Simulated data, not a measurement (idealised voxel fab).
voxel capacitor over wiring: a process module
The figure presents cross-section cut, which has a width of 260 nm and is divided into square cells with an edge length of 5 nm.
Each cross-section below is a grid of square cells, stated as bands in top-down order, with one or more rows of cells making up each band. For a band, the entry starts with two heights in nm, that of the top and then that of the bottom, and carries on with the band's materials in order from left to right, each alongside its width in nm; the word "edge to edge" beside a single material means it fills the band edge to edge, and "blank" means empty space. A quick word on heights: they are counted from 0, and under that level the wafer as it came to us is one material throughout. The lowest band is different from the rest in having no bottom; it simply continues downward, written as in "0 nm and below". Per-row width for "30..40": begins at first number (top row of band), ends at second number (bottom row), increment between rows held constant. Take "left unchanged" at face value: in the step it is given for, the cross-section changed in none of its cells. "Sealed internal voids" lists enclosed empty spaces (at least 8 cells, no open path upward to the top), each as width x height at distance from the left edge, in nm. Where a step's line continues beyond its settings, the continuation is a remark by the simulator itself on that step. What "overlay nm" on a step's line means: if the step has a mask, that mask lay this far to the right of its planned place, or, when the value is negative, to the left.

The following list gives the planned process steps
step 1: RECEIVE,material Si
step 2: CONFORMAL_DEP,material SiO2,thk nm 15
step 3: DIRECTIONAL_DEP,material TiN,thk nm 5
step 4: DIRECTIONAL_DEP,material Ru,thk nm 25
step 5: PATTERN,tone cover,mask id METAL_1,material resist,width nm 25,pitch nm 95,thk nm 15,overlay nm 0
step 6: DIRECTIONAL_ETCH,etch materials Ru,depth nm 25
step 7: DIRECTIONAL_ETCH,etch materials TiN,depth nm 5
step 8: STRIP,etch materials resist
step 9: FILL_DEP,material SiO2,thk nm 5
step 10: CMP,height nm 45
step 11: CONFORMAL_DEP,material SiCN,thk nm 5
step 12: DIRECTIONAL_DEP,material SiO2,thk nm 10
step 13: DIRECTIONAL_DEP,material aC,thk nm 10
step 14: PATTERN,tone open,mask id PLUG_1,material resist,width nm 15,thk nm 25,overlay nm 0
step 15: DIRECTIONAL_ETCH,etch materials aC,depth nm 10
step 16: STRIP,etch materials resist
step 17: DIRECTIONAL_ETCH,etch materials SiO2,depth nm 10
step 18: DIRECTIONAL_ETCH,etch materials SiCN,depth nm 5
step 19: STRIP,etch materials aC
step 20: EPI,material Ru,thk nm 10
step 21: EPI,material Ru,thk nm 5
step 22: DIRECTIONAL_DEP,material TiN,thk nm 5
step 23: DIRECTIONAL_DEP,material Al2O3,thk nm 5
step 24: DIRECTIONAL_DEP,material TiN,thk nm 5
step 25: MASKED_ETCH,tone cover,mask id UPPER_PLATE,width nm 75,etch materials TiN,depth nm 5,overlay nm 0
step 26: MASKED_ETCH,tone cover,mask id UPPER_PLATE,width nm 75,etch materials Al2O3,depth nm 5,overlay nm 0
step 27: DIRECTIONAL_DEP,material aC,thk nm 15
step 28: PATTERN,tone cover,mask id LOWER_PLATE,material resist,width nm 85,thk nm 30,overlay nm 0
step 29: DIRECTIONAL_ETCH,etch materials aC,depth nm 15
step 30: STRIP,etch materials resist
step 31: DIRECTIONAL_ETCH,etch materials TiN,depth nm 5
step 32: STRIP,etch materials aC
step 33: FILL_DEP,material SiO2,thk nm 15
step 34: CMP,height nm 85
step 35: MASKED_ETCH,tone open,mask id PLUG_2,width nm 15,etch materials SiO2,depth nm 10,overlay nm 0
step 36: CONFORMAL_DEP,material TiN,thk nm 5
step 37: FILL_DEP,material W,thk nm 5
step 38: CMP,height nm 85
step 39: CONFORMAL_DEP,material SiN,thk nm 5

First of two wafers - as planned

As received (post step 1): cross-section
	0 nm and below = Si edge to edge
	Sealed internal voids: none

Take a look at the wafer's cross-section after step 2
	15 nm to 0 nm = SiO2 edge to edge
	Below 0 it's all the same as before, nothing changed down there.

Take a look at the wafer's cross-section after step 3
	20 nm to 15 nm = TiN edge to edge
	Below 15 it's all the same as before, nothing changed down there.

Take a look at the wafer's cross-section after step 4
	45 nm to 20 nm = Ru edge to edge
	Below 20 it's all the same as before, nothing changed down there.

Take a look at the wafer's cross-section after step 5
	60 nm to 45 nm = 70 blank / 25 resist / 70 blank / 25 resist / 70 blank
	Below 45 it's all the same as before, nothing changed down there.

Take a look at the wafer's cross-section after step 6
	60 nm to 45 nm = 70 blank / 25 resist / 70 blank / 25 resist / 70 blank
	45 nm to 20 nm = 70 blank / 25 Ru / 70 blank / 25 Ru / 70 blank
	Below 20 it's all the same as before, nothing changed down there.

Take a look at the wafer's cross-section after step 7
	60 nm to 45 nm = 70 blank / 25 resist / 70 blank / 25 resist / 70 blank
	45 nm to 20 nm = 70 blank / 25 Ru / 70 blank / 25 Ru / 70 blank
	20 nm to 15 nm = 70 blank / 25 TiN / 70 blank / 25 TiN / 70 blank
	Below 15 it's all the same as before, nothing changed down there.

Take a look at the wafer's cross-section after step 8
	45 nm to 20 nm = 70 blank / 25 Ru / 70 blank / 25 Ru / 70 blank
	Below 20 it's all the same as before, nothing changed down there.

Take a look at the wafer's cross-section after step 9
	50 nm to 45 nm = SiO2 edge to edge
	45 nm to 20 nm = 70 SiO2 / 25 Ru / 70 SiO2 / 25 Ru / 70 SiO2
	20 nm to 15 nm = 70 SiO2 / 25 TiN / 70 SiO2 / 25 TiN / 70 SiO2
	Below 15 it's all the same as before, nothing changed down there.

Take a look at the wafer's cross-section after step 10
	45 nm to 20 nm = 70 SiO2 / 25 Ru / 70 SiO2 / 25 Ru / 70 SiO2
	Below 20 it's all the same as before, nothing changed down there.

Take a look at the wafer's cross-section after step 11
	50 nm to 45 nm = SiCN edge to edge
	Below 45 it's all the same as before, nothing changed down there.

Take a look at the wafer's cross-section after step 12
	60 nm to 50 nm = SiO2 edge to edge
	Below 50 it's all the same as before, nothing changed down there.

Take a look at the wafer's cross-section after step 13
	70 nm to 60 nm = aC edge to edge
	Below 60 it's all the same as before, nothing changed down there.

Take a look at the wafer's cross-section after step 14
	95 nm to 70 nm = 80 resist / 15 blank / 165 resist
	Below 70 it's all the same as before, nothing changed down there.

Take a look at the wafer's cross-section after step 15
	85 nm to 70 nm = 80 resist / 15 blank / 165 resist
	70 nm to 60 nm = 80 aC / 15 blank / 165 aC
	Below 60 it's all the same as before, nothing changed down there.

Take a look at the wafer's cross-section after step 16
	70 nm to 60 nm = 80 aC / 15 blank / 165 aC
	Below 60 it's all the same as before, nothing changed down there.

Take a look at the wafer's cross-section after step 17
	70 nm to 60 nm = 80 aC / 15 blank / 165 aC
	60 nm to 50 nm = 80 SiO2 / 15 blank / 165 SiO2
	Below 50 it's all the same as before, nothing changed down there.

Take a look at the wafer's cross-section after step 18
	70 nm to 60 nm = 80 aC / 15 blank / 165 aC
	60 nm to 50 nm = 80 SiO2 / 15 blank / 165 SiO2
	50 nm to 45 nm = 80 SiCN / 15 blank / 165 SiCN
	Below 45 it's all the same as before, nothing changed down there.

Take a look at the wafer's cross-section after step 19
	60 nm to 50 nm = 80 SiO2 / 15 blank / 165 SiO2
	Below 50 it's all the same as before, nothing changed down there.

Take a look at the wafer's cross-section after step 20
	60 nm to 55 nm = 80 SiO2 / 15 blank / 165 SiO2
	55 nm to 50 nm = 80 SiO2 / 15 Ru / 165 SiO2
	50 nm to 45 nm = 80 SiCN / 15 Ru / 165 SiCN
	Below 45 it's all the same as before, nothing changed down there.

Take a look at the wafer's cross-section after step 21
	60 nm to 50 nm = 80 SiO2 / 15 Ru / 165 SiO2
	Below 50 it's all the same as before, nothing changed down there.

Take a look at the wafer's cross-section after step 22
	65 nm to 60 nm = TiN edge to edge
	Below 60 it's all the same as before, nothing changed down there.

Take a look at the wafer's cross-section after step 23
	70 nm to 65 nm = Al2O3 edge to edge
	Below 65 it's all the same as before, nothing changed down there.

Take a look at the wafer's cross-section after step 24
	75 nm to 70 nm = TiN edge to edge
	Below 70 it's all the same as before, nothing changed down there.

Take a look at the wafer's cross-section after step 25
	75 nm to 70 nm = 80 blank / 75 TiN / 105 blank
	Below 70 it's all the same as before, nothing changed down there.

Take a look at the wafer's cross-section after step 26
	75 nm to 70 nm = 80 blank / 75 TiN / 105 blank
	70 nm to 65 nm = 80 blank / 75 Al2O3 / 105 blank
	Below 65 it's all the same as before, nothing changed down there.

Take a look at the wafer's cross-section after step 27
	90 nm to 80 nm = 80 blank / 75 aC / 105 blank
	80 nm to 75 nm = aC edge to edge
	75 nm to 70 nm = 80 aC / 75 TiN / 105 aC
	70 nm to 65 nm = 80 aC / 75 Al2O3 / 105 aC
	Below 65 it's all the same as before, nothing changed down there.

Take a look at the wafer's cross-section after step 28
	120 nm to 90 nm = 75 blank / 85 resist / 100 blank
	90 nm to 80 nm = 75 blank / 5 resist / 75 aC / 5 resist / 100 blank
	Below 80 it's all the same as before, nothing changed down there.

Take a look at the wafer's cross-section after step 29
	105 nm to 90 nm = 75 blank / 85 resist / 100 blank
	90 nm to 80 nm = 75 blank / 5 resist / 75 aC / 5 resist / 100 blank
	80 nm to 75 nm = 75 blank / 85 aC / 100 blank
	75 nm to 70 nm = 75 blank / 5 aC / 75 TiN / 5 aC / 100 blank
	70 nm to 65 nm = 75 blank / 5 aC / 75 Al2O3 / 5 aC / 100 blank
	Below 65 it's all the same as before, nothing changed down there.

Take a look at the wafer's cross-section after step 30
	90 nm to 80 nm = 80 blank / 75 aC / 105 blank
	Below 80 it's all the same as before, nothing changed down there.

Take a look at the wafer's cross-section after step 31
	90 nm to 80 nm = 80 blank / 75 aC / 105 blank
	80 nm to 75 nm = 75 blank / 85 aC / 100 blank
	75 nm to 70 nm = 75 blank / 5 aC / 75 TiN / 5 aC / 100 blank
	70 nm to 65 nm = 75 blank / 5 aC / 75 Al2O3 / 5 aC / 100 blank
	65 nm to 60 nm = 75 blank / 85 TiN / 100 blank
	Below 60 it's all the same as before, nothing changed down there.

Take a look at the wafer's cross-section after step 32
	75 nm to 70 nm = 80 blank / 75 TiN / 105 blank
	70 nm to 65 nm = 80 blank / 75 Al2O3 / 105 blank
	Below 65 it's all the same as before, nothing changed down there.

Take a look at the wafer's cross-section after step 33
	90 nm to 75 nm = SiO2 edge to edge
	75 nm to 70 nm = 80 SiO2 / 75 TiN / 105 SiO2
	70 nm to 65 nm = 80 SiO2 / 75 Al2O3 / 105 SiO2
	65 nm to 60 nm = 75 SiO2 / 85 TiN / 100 SiO2
	Below 60 it's all the same as before, nothing changed down there.

Take a look at the wafer's cross-section after step 34
	85 nm to 75 nm = SiO2 edge to edge
	Below 75 it's all the same as before, nothing changed down there.

Take a look at the wafer's cross-section after step 35
	85 nm to 75 nm = 90 SiO2 / 15 blank / 155 SiO2
	Below 75 it's all the same as before, nothing changed down there.

Take a look at the wafer's cross-section after step 36
	90 nm to 85 nm = 95 TiN / 5 blank / 160 TiN
	85 nm to 80 nm = 90 SiO2 / 5 TiN / 5 blank / 5 TiN / 155 SiO2
	80 nm to 70 nm = 90..80 SiO2 / 15..75 TiN / 155..105 SiO2
	Below 70 it's all the same as before, nothing changed down there.

Take a look at the wafer's cross-section after step 37
	95 nm to 90 nm = W edge to edge
	90 nm to 85 nm = 95 TiN / 5 W / 160 TiN
	85 nm to 80 nm = 90 SiO2 / 5 TiN / 5 W / 5 TiN / 155 SiO2
	Below 80 it's all the same as before, nothing changed down there.

Take a look at the wafer's cross-section after step 38
	85 nm to 80 nm = 90 SiO2 / 5 TiN / 5 W / 5 TiN / 155 SiO2
	Below 80 it's all the same as before, nothing changed down there.

Take a look at the wafer's cross-section after step 39
	90 nm to 85 nm = SiN edge to edge
	Below 85 it's all the same as before, nothing changed down there.

The Second Wafer: Common Origin and Plan, One Mistake in Execution, Identical to the First Through Step 1

Look at the second wafer in cross-section at the time step 2 ought to have finished
	15 nm to 0 nm = SiN edge to edge
	Below 0 it's all the same as before, nothing changed down there.

Look at the second wafer in cross-section at the time step 3 ought to have finished
	20 nm to 15 nm = TiN edge to edge
	Below 15 it's all the same as before, nothing changed down there.

Look at the second wafer in cross-section at the time step 4 ought to have finished
	45 nm to 20 nm = Ru edge to edge
	Below 20 it's all the same as before, nothing changed down there.

Look at the second wafer in cross-section at the time step 5 ought to have finished
	60 nm to 45 nm = 70 blank / 25 resist / 70 blank / 25 resist / 70 blank
	Below 45 it's all the same as before, nothing changed down there.

Look at the second wafer in cross-section at the time step 6 ought to have finished
	60 nm to 45 nm = 70 blank / 25 resist / 70 blank / 25 resist / 70 blank
	45 nm to 20 nm = 70 blank / 25 Ru / 70 blank / 25 Ru / 70 blank
	Below 20 it's all the same as before, nothing changed down there.

Look at the second wafer in cross-section at the time step 7 ought to have finished
	60 nm to 45 nm = 70 blank / 25 resist / 70 blank / 25 resist / 70 blank
	45 nm to 20 nm = 70 blank / 25 Ru / 70 blank / 25 Ru / 70 blank
	20 nm to 15 nm = 70 blank / 25 TiN / 70 blank / 25 TiN / 70 blank
	Below 15 it's all the same as before, nothing changed down there.

Look at the second wafer in cross-section at the time step 8 ought to have finished
	45 nm to 20 nm = 70 blank / 25 Ru / 70 blank / 25 Ru / 70 blank
	Below 20 it's all the same as before, nothing changed down there.

Look at the second wafer in cross-section at the time step 9 ought to have finished
	50 nm to 45 nm = SiO2 edge to edge
	45 nm to 20 nm = 70 SiO2 / 25 Ru / 70 SiO2 / 25 Ru / 70 SiO2
	20 nm to 15 nm = 70 SiO2 / 25 TiN / 70 SiO2 / 25 TiN / 70 SiO2
	Below 15 it's all the same as before, nothing changed down there.

Look at the second wafer in cross-section at the time step 10 ought to have finished
	45 nm to 20 nm = 70 SiO2 / 25 Ru / 70 SiO2 / 25 Ru / 70 SiO2
	Below 20 it's all the same as before, nothing changed down there.

Look at the second wafer in cross-section at the time step 11 ought to have finished
	50 nm to 45 nm = SiCN edge to edge
	Below 45 it's all the same as before, nothing changed down there.

Look at the second wafer in cross-section at the time step 12 ought to have finished
	60 nm to 50 nm = SiO2 edge to edge
	Below 50 it's all the same as before, nothing changed down there.

Look at the second wafer in cross-section at the time step 13 ought to have finished
	70 nm to 60 nm = aC edge to edge
	Below 60 it's all the same as before, nothing changed down there.

Look at the second wafer in cross-section at the time step 14 ought to have finished
	95 nm to 70 nm = 80 resist / 15 blank / 165 resist
	Below 70 it's all the same as before, nothing changed down there.

Look at the second wafer in cross-section at the time step 15 ought to have finished
	85 nm to 70 nm = 80 resist / 15 blank / 165 resist
	70 nm to 60 nm = 80 aC / 15 blank / 165 aC
	Below 60 it's all the same as before, nothing changed down there.

Look at the second wafer in cross-section at the time step 16 ought to have finished
	70 nm to 60 nm = 80 aC / 15 blank / 165 aC
	Below 60 it's all the same as before, nothing changed down there.

Look at the second wafer in cross-section at the time step 17 ought to have finished
	70 nm to 60 nm = 80 aC / 15 blank / 165 aC
	60 nm to 50 nm = 80 SiO2 / 15 blank / 165 SiO2
	Below 50 it's all the same as before, nothing changed down there.

Look at the second wafer in cross-section at the time step 18 ought to have finished
	70 nm to 60 nm = 80 aC / 15 blank / 165 aC
	60 nm to 50 nm = 80 SiO2 / 15 blank / 165 SiO2
	50 nm to 45 nm = 80 SiCN / 15 blank / 165 SiCN
	Below 45 it's all the same as before, nothing changed down there.

Look at the second wafer in cross-section at the time step 19 ought to have finished
	60 nm to 50 nm = 80 SiO2 / 15 blank / 165 SiO2
	Below 50 it's all the same as before, nothing changed down there.

Look at the second wafer in cross-section at the time step 20 ought to have finished
	60 nm to 55 nm = 80 SiO2 / 15 blank / 165 SiO2
	55 nm to 50 nm = 80 SiO2 / 15 Ru / 165 SiO2
	50 nm to 45 nm = 80 SiCN / 15 Ru / 165 SiCN
	Below 45 it's all the same as before, nothing changed down there.

Look at the second wafer in cross-section at the time step 21 ought to have finished
	60 nm to 50 nm = 80 SiO2 / 15 Ru / 165 SiO2
	Below 50 it's all the same as before, nothing changed down there.

Look at the second wafer in cross-section at the time step 22 ought to have finished
	65 nm to 60 nm = TiN edge to edge
	Below 60 it's all the same as before, nothing changed down there.

Look at the second wafer in cross-section at the time step 23 ought to have finished
	70 nm to 65 nm = Al2O3 edge to edge
	Below 65 it's all the same as before, nothing changed down there.

Look at the second wafer in cross-section at the time step 24 ought to have finished
	75 nm to 70 nm = TiN edge to edge
	Below 70 it's all the same as before, nothing changed down there.

Look at the second wafer in cross-section at the time step 25 ought to have finished
	75 nm to 70 nm = 80 blank / 75 TiN / 105 blank
	Below 70 it's all the same as before, nothing changed down there.

Look at the second wafer in cross-section at the time step 26 ought to have finished
	75 nm to 70 nm = 80 blank / 75 TiN / 105 blank
	70 nm to 65 nm = 80 blank / 75 Al2O3 / 105 blank
	Below 65 it's all the same as before, nothing changed down there.

Look at the second wafer in cross-section at the time step 27 ought to have finished
	90 nm to 80 nm = 80 blank / 75 aC / 105 blank
	80 nm to 75 nm = aC edge to edge
	75 nm to 70 nm = 80 aC / 75 TiN / 105 aC
	70 nm to 65 nm = 80 aC / 75 Al2O3 / 105 aC
	Below 65 it's all the same as before, nothing changed down there.

Look at the second wafer in cross-section at the time step 28 ought to have finished
	120 nm to 90 nm = 75 blank / 85 resist / 100 blank
	90 nm to 80 nm = 75 blank / 5 resist / 75 aC / 5 resist / 100 blank
	Below 80 it's all the same as before, nothing changed down there.

Look at the second wafer in cross-section at the time step 29 ought to have finished
	105 nm to 90 nm = 75 blank / 85 resist / 100 blank
	90 nm to 80 nm = 75 blank / 5 resist / 75 aC / 5 resist / 100 blank
	80 nm to 75 nm = 75 blank / 85 aC / 100 blank
	75 nm to 70 nm = 75 blank / 5 aC / 75 TiN / 5 aC / 100 blank
	70 nm to 65 nm = 75 blank / 5 aC / 75 Al2O3 / 5 aC / 100 blank
	Below 65 it's all the same as before, nothing changed down there.

Look at the second wafer in cross-section at the time step 30 ought to have finished
	90 nm to 80 nm = 80 blank / 75 aC / 105 blank
	Below 80 it's all the same as before, nothing changed down there.

Look at the second wafer in cross-section at the time step 31 ought to have finished
	90 nm to 80 nm = 80 blank / 75 aC / 105 blank
	80 nm to 75 nm = 75 blank / 85 aC / 100 blank
	75 nm to 70 nm = 75 blank / 5 aC / 75 TiN / 5 aC / 100 blank
	70 nm to 65 nm = 75 blank / 5 aC / 75 Al2O3 / 5 aC / 100 blank
	65 nm to 60 nm = 75 blank / 85 TiN / 100 blank
	Below 60 it's all the same as before, nothing changed down there.

Look at the second wafer in cross-section at the time step 32 ought to have finished
	75 nm to 70 nm = 80 blank / 75 TiN / 105 blank
	70 nm to 65 nm = 80 blank / 75 Al2O3 / 105 blank
	Below 65 it's all the same as before, nothing changed down there.

Look at the second wafer in cross-section at the time step 33 ought to have finished
	90 nm to 75 nm = SiO2 edge to edge
	75 nm to 70 nm = 80 SiO2 / 75 TiN / 105 SiO2
	70 nm to 65 nm = 80 SiO2 / 75 Al2O3 / 105 SiO2
	65 nm to 60 nm = 75 SiO2 / 85 TiN / 100 SiO2
	Below 60 it's all the same as before, nothing changed down there.

Look at the second wafer in cross-section at the time step 34 ought to have finished
	85 nm to 75 nm = SiO2 edge to edge
	Below 75 it's all the same as before, nothing changed down there.

Look at the second wafer in cross-section at the time step 35 ought to have finished
	85 nm to 75 nm = 90 SiO2 / 15 blank / 155 SiO2
	Below 75 it's all the same as before, nothing changed down there.

Look at the second wafer in cross-section at the time step 36 ought to have finished
	90 nm to 85 nm = 95 TiN / 5 blank / 160 TiN
	85 nm to 80 nm = 90 SiO2 / 5 TiN / 5 blank / 5 TiN / 155 SiO2
	80 nm to 70 nm = 90..80 SiO2 / 15..75 TiN / 155..105 SiO2
	Below 70 it's all the same as before, nothing changed down there.

Look at the second wafer in cross-section at the time step 37 ought to have finished
	95 nm to 90 nm = W edge to edge
	90 nm to 85 nm = 95 TiN / 5 W / 160 TiN
	85 nm to 80 nm = 90 SiO2 / 5 TiN / 5 W / 5 TiN / 155 SiO2
	Below 80 it's all the same as before, nothing changed down there.

Look at the second wafer in cross-section at the time step 38 ought to have finished
	85 nm to 80 nm = 90 SiO2 / 5 TiN / 5 W / 5 TiN / 155 SiO2
	Below 80 it's all the same as before, nothing changed down there.

Look at the second wafer in cross-section at the time step 39 ought to have finished
	90 nm to 85 nm = SiN edge to edge
	Below 85 it's all the same as before, nothing changed down there.
what went wrong: step 2 went in with a setting other than planned; the actual run was CONFORMAL_DEP,material SiN,thk nm 15
Final comparison by cell count, materials where the second wafer has more or fewer than the first: SiN: 156 more | SiO2: 156 fewer
